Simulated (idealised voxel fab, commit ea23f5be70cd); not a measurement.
process module | voxel quadruple lines
cross-section cut | 185 nm wide | cells 5 nm
A cross-section is a grid of square cells, given in bands from the top down. A band is one or more rows of cells.
Each band's line starts with the height of the band's top and of its bottom, in nm. Then come its materials from left to right, each with its width in nm. One material with "throughout" fills the band from edge to edge. "air" is empty space.
Height 0 is the level under which the wafer as received is all one material. The lowest band goes on downwards, as in "0 down".
A width such as "30 to 40" changes by the same amount from each row of cells to the next, from the band's top row to its bottom row.
"no change" after a step means that no cell of the cross-section changed.
closed voids: empty space of 8 cells or more with no open way to the top, each as width x height at its distance from the left edge, in nm
after a step's settings: what the simulator itself notes on the step
overlay nm, on a step with a mask: how far to the right of its planned place the mask lay; to the left if negative
plan
1 op RECEIVE | material Si
2 op CONFORMAL_DEP | material SiO2 | thk nm 5
3 op DIRECTIONAL_DEP | material W | thk nm 10
4 op DIRECTIONAL_DEP | material polySi | thk nm 20
5 op DIRECTIONAL_DEP | material aC | thk nm 25
6 op PATTERN | tone cover | mask id MANDREL | material resist | width nm 35 | thk nm 35 | overlay nm 0
7 op DIRECTIONAL_ETCH | etch materials aC | depth nm 25
8 op STRIP | etch materials resist
9 op CONFORMAL_DEP | material SiO2 | thk nm 15
10 op DIRECTIONAL_ETCH | etch materials SiO2 | depth nm 15
11 op STRIP | etch materials aC
12 op DIRECTIONAL_ETCH | etch materials polySi | depth nm 20
13 op STRIP | etch materials SiO2
14 op CONFORMAL_DEP | material SiN | thk nm 10
15 op DIRECTIONAL_ETCH | etch materials SiN | depth nm 10
16 op STRIP | etch materials polySi
17 op DIRECTIONAL_ETCH | etch materials W | depth nm 5
18 op STRIP | etch materials SiN
19 op FILL_DEP | material SiO2 | thk nm 5
20 op CMP | height nm 15
varied across the wafers: depth nm of step 17. The plan shows the first wafer's value. All wafers start alike
first wafer as received, after step 1
  0 down: Si throughout
  closed voids: none
first wafer at the end, after step 20
  15 to 10: SiO2 50 | W 10 | SiO2 15 | W 10 | SiO2 15 | W 10 | SiO2 15 | W 10 | SiO2 50
  10 to 5: W throughout
  5 to 0: SiO2 throughout
  0 down: Si throughout
  closed voids: none
last wafer at the end
  15 to 5: SiO2 50 | W 10 | SiO2 15 | W 10 | SiO2 15 | W 10 | SiO2 15 | W 10 | SiO2 50
  5 to 0: SiO2 throughout
  0 down: Si throughout
  closed voids: none
each wafer at the end: cells of each material gained (+) or lost (-) since it was received, then its closed voids
depth nm 5 | +66 SiO2 | +45 W | closed voids: none
depth nm 10 | +95 SiO2 | +16 W | closed voids: none
depth nm 15 | +95 SiO2 | +16 W | closed voids: none
depth nm 20 | +95 SiO2 | +16 W | closed voids: none
depth nm 25 | +95 SiO2 | +16 W | closed voids: none
